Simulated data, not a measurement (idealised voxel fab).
The following is a process module called voxel wiring stack.
Displayed cross-section: cut, width of 275 nm, square cells sized 5 nm.
In what follows, cross-sections appear as grids of square cells, described through bands that run from the top down, where every band is one or more rows of cells. The entry gives the band's vertical extent as a top height and a bottom height in nm, then its horizontal make-up as materials from left to right, each with a width in nm. "air" stands for empty space; a single material marked "everywhere" fills the band edge to edge. Measure heights from 0. That's the level where, below it, the as-received wafer is all one material. The lowest band is bottomless and extends downward; write it as in "0 -> down". So if you see something like "30..40" for the width, read it as the top row of the band sitting at the first number and the bottom row at the second, with every row in between moving by the same amount as the last. You'll sometimes find "no modification" written for a step, and that's the way of saying that nowhere in the cross-section did a cell change during that step. What "Closed empty spaces" gives you is every empty space of 8 cells or more that is cut off from the top. Each appears as width x height at distance, with the distance taken from the left edge and width, height and distance all in nm. On each step's line, the part that comes after the settings is the simulator's own comment on the step. When a step includes a mask, the "overlay nm" setting on its line states how far to the right of its planned place that mask lay, and negative values state how far to the left.
Planned process steps:
| 1 | RECEIVE: material Si |
| 2 | CONFORMAL_DEP: material SiO2, thk nm 15 |
| 3 | DIRECTIONAL_DEP: material TiN, thk nm 5 |
| 4 | DIRECTIONAL_DEP: material Ru, thk nm 15 |
| 5 | DIRECTIONAL_DEP: material aC, thk nm 15 |
| 6 | PATTERN: tone cover, mask id METAL_1, material resist, width nm 25, pitch nm 40, thk nm 35, overlay nm 0 |
| 7 | DIRECTIONAL_ETCH: etch materials aC, depth nm 15 |
| 8 | STRIP: etch materials resist |
| 9 | DIRECTIONAL_ETCH: etch materials Ru, depth nm 15 |
| 10 | DIRECTIONAL_ETCH: etch materials TiN, depth nm 5 |
| 11 | STRIP: etch materials aC |
| 12 | FILL_DEP: material lowk, thk nm 5 |
| 13 | CMP: height nm 35 |
| 14 | CONFORMAL_DEP: material SiCN, thk nm 5 |
| 15 | DIRECTIONAL_DEP: material lowk, thk nm 15 |
| 16 | DIRECTIONAL_DEP: material aC, thk nm 15 |
| 17 | PATTERN: tone open, mask id PLUG_1, material resist, width nm 15, pitch nm 40, thk nm 35, overlay nm 0 |
| 18 | DIRECTIONAL_ETCH: etch materials aC, depth nm 15 |
| 19 | STRIP: etch materials resist |
| 20 | DIRECTIONAL_ETCH: etch materials lowk, depth nm 15 |
| 21 | DIRECTIONAL_ETCH: etch materials SiCN, depth nm 5 |
| 22 | STRIP: etch materials aC |
| 23 | EPI: material Ru, thk nm 10 |
| 24 | EPI: material Ru, thk nm 10 |
| 25 | CONFORMAL_DEP: material SiN, thk nm 5 |
| 26 | DIRECTIONAL_DEP: material SiO2, thk nm 15 |
| 27 | MASKED_ETCH: tone open, mask id METAL_2, width nm 25, pitch nm 40, etch materials SiO2, depth nm 15, overlay nm 0 |
| 28 | MASKED_ETCH: tone open, mask id METAL_2, width nm 25, pitch nm 40, etch materials SiN, depth nm 5, overlay nm 0 |
| 29 | CONFORMAL_DEP: material TiN, thk nm 5 |
| 30 | FILL_DEP: material Cu, thk nm 5 |
| 31 | CMP: height nm 75 |
| 32 | EPI: material Ru, thk nm 5 |
| 33 | FILL_DEP: material SiCN, thk nm 5 |
| 34 | DIRECTIONAL_DEP: material SiO2, thk nm 35 |
| 35 | MASKED_ETCH: tone open, mask id METAL_3, width nm 25, pitch nm 40, etch materials SiO2, depth nm 20, overlay nm 0 |
| 36 | DIRECTIONAL_DEP: material aC, thk nm 10 |
| 37 | PATTERN: tone open, mask id METAL_3_HOLES, material resist, width nm 15, pitch nm 80, thk nm 30, overlay nm 0 |
| 38 | DIRECTIONAL_ETCH: etch materials aC, depth nm 10 |
| 39 | STRIP: etch materials resist |
| 40 | DIRECTIONAL_ETCH: etch materials SiO2, depth nm 15 |
| 41 | DIRECTIONAL_ETCH: etch materials SiCN, depth nm 5 |
| 42 | STRIP: etch materials aC |
| 43 | CONFORMAL_DEP: material TiN, thk nm 5 |
| 44 | FILL_DEP: material Cu, thk nm 5 |
| 45 | CMP: height nm 120 |
| 46 | CONFORMAL_DEP: material SiN, thk nm 5 |
Delivered wafer in cross-section: state after step 1:
* 0 -> down = Si everywhere
* Closed empty spaces: none
Looking at the first of two wafers in cross-section at end of module - ran to plan:
* 125 -> 120 = SiN everywhere
* 120 -> 105 = SiO2 65  TiN 5  Cu 15  TiN 5  SiO2 15  TiN 5  Cu 15  TiN 5  SiO2 15  TiN 5  Cu 15  TiN 5  SiO2 15  TiN 5  Cu 15  TiN 5  SiO2 65
* 105 -> 100 = SiO2 65  TiN 5  Cu 5  TiN 15  SiO2 15  TiN 25  SiO2 15  TiN 5  Cu 5  TiN 15  SiO2 15  TiN 25  SiO2 65
* 100 -> 85 = SiO2 65  TiN 5  Cu 5  TiN 5  SiO2 65  TiN 5  Cu 5  TiN 5  SiO2 115
* 85 -> 80 = SiCN 65  TiN 15  SiCN 65  TiN 15  SiCN 115
* 80 -> 75 = SiCN 60  Ru 35  SiCN 5  Ru 35  SiCN 5  Ru 35  SiCN 5  Ru 35  SiCN 60
* 75 -> 60 = SiO2 65  TiN 5  Cu 15  TiN 5  SiO2 15  TiN 5  Cu 15  TiN 5  SiO2 15  TiN 5  Cu 15  TiN 5  SiO2 15  TiN 5  Cu 15  TiN 5  SiO2 65
* 60 -> 55 = SiN 65  TiN 25  SiN 15  TiN 25  SiN 15  TiN 25  SiN 15  TiN 25  SiN 65
* 55 -> 40 = lowk 65  Ru 15  lowk 25  Ru 15  lowk 25  Ru 15  lowk 25  Ru 15  lowk 75
* 40 -> 35 = SiCN 65  Ru 15  SiCN 25  Ru 15  SiCN 25  Ru 15  SiCN 25  Ru 15  SiCN 75
* 35 -> 20 = lowk 65  Ru 25  lowk 15  Ru 25  lowk 15  Ru 25  lowk 15  Ru 25  lowk 65
* 20 -> 15 = lowk 65  TiN 25  lowk 15  TiN 25  lowk 15  TiN 25  lowk 15  TiN 25  lowk 65
* 15 -> 0 = SiO2 everywhere
* 0 -> down = Si everywhere
* Closed empty spaces: none
The second wafer, shown in cross-section after the module: started the same way as the first and given the same plan, yet one mistake crept into how it was run:
* 125 -> 120 = SiN everywhere
* 120 -> 105 = SiO2 65  TiN 5  Cu 15  TiN 5  SiO2 15  TiN 5  Cu 15  TiN 5  SiO2 15  TiN 5  Cu 15  TiN 5  SiO2 15  TiN 5  Cu 15  TiN 5  SiO2 65
* 105 -> 100 = SiO2 65  TiN 5  Cu 5  TiN 15  SiO2 15  TiN 25  SiO2 15  TiN 5  Cu 5  TiN 15  SiO2 15  TiN 25  SiO2 65
* 100 -> 85 = SiO2 65  TiN 5  Cu 5  TiN 5  SiO2 65  TiN 5  Cu 5  TiN 5  SiO2 115
* 85 -> 80 = SiCN 65  TiN 15  SiCN 65  TiN 15  SiCN 115
* 80 -> 75 = Ru 70  SiCN 15  Ru 25  SiCN 15  Ru 25  SiCN 15  Ru 25  SiCN 15  Ru 70
* 75 -> 65 = Cu 60  TiN 5  SiO2 25  TiN 5  Cu 5  TiN 5  SiO2 25  TiN 5  Cu 5  TiN 5  SiO2 25  TiN 5  Cu 5  TiN 5  SiO2 25  TiN 5  Cu 60
* 65 -> 60 = TiN 65  SiO2 25  TiN 15  SiO2 25  TiN 15  SiO2 25  TiN 15  SiO2 25  TiN 65
* 60 -> 55 = SiN everywhere
* 55 -> 40 = lowk 65  Ru 15  lowk 25  Ru 15  lowk 25  Ru 15  lowk 25  Ru 15  lowk 75
* 40 -> 35 = SiCN 65  Ru 15  SiCN 25  Ru 15  SiCN 25  Ru 15  SiCN 25  Ru 15  SiCN 75
* 35 -> 20 = lowk 65  Ru 25  lowk 15  Ru 25  lowk 15  Ru 25  lowk 15  Ru 25  lowk 65
* 20 -> 15 = lowk 65  TiN 25  lowk 15  TiN 25  lowk 15  TiN 25  lowk 15  TiN 25  lowk 65
* 15 -> 0 = SiO2 everywhere
* 0 -> down = Si everywhere
* Closed empty spaces: none
Run error: step 27 off recipe, ran as MASKED_ETCH: tone cover, mask id METAL_2, width nm 25, pitch nm 40, etch materials SiO2, depth nm 15, overlay nm 0
Heads up, by the end the second wafer has more or fewer cells of some materials compared to the first: Cu +18, Ru +15, SiCN -15, SiN +20, SiO2 -45, TiN +7
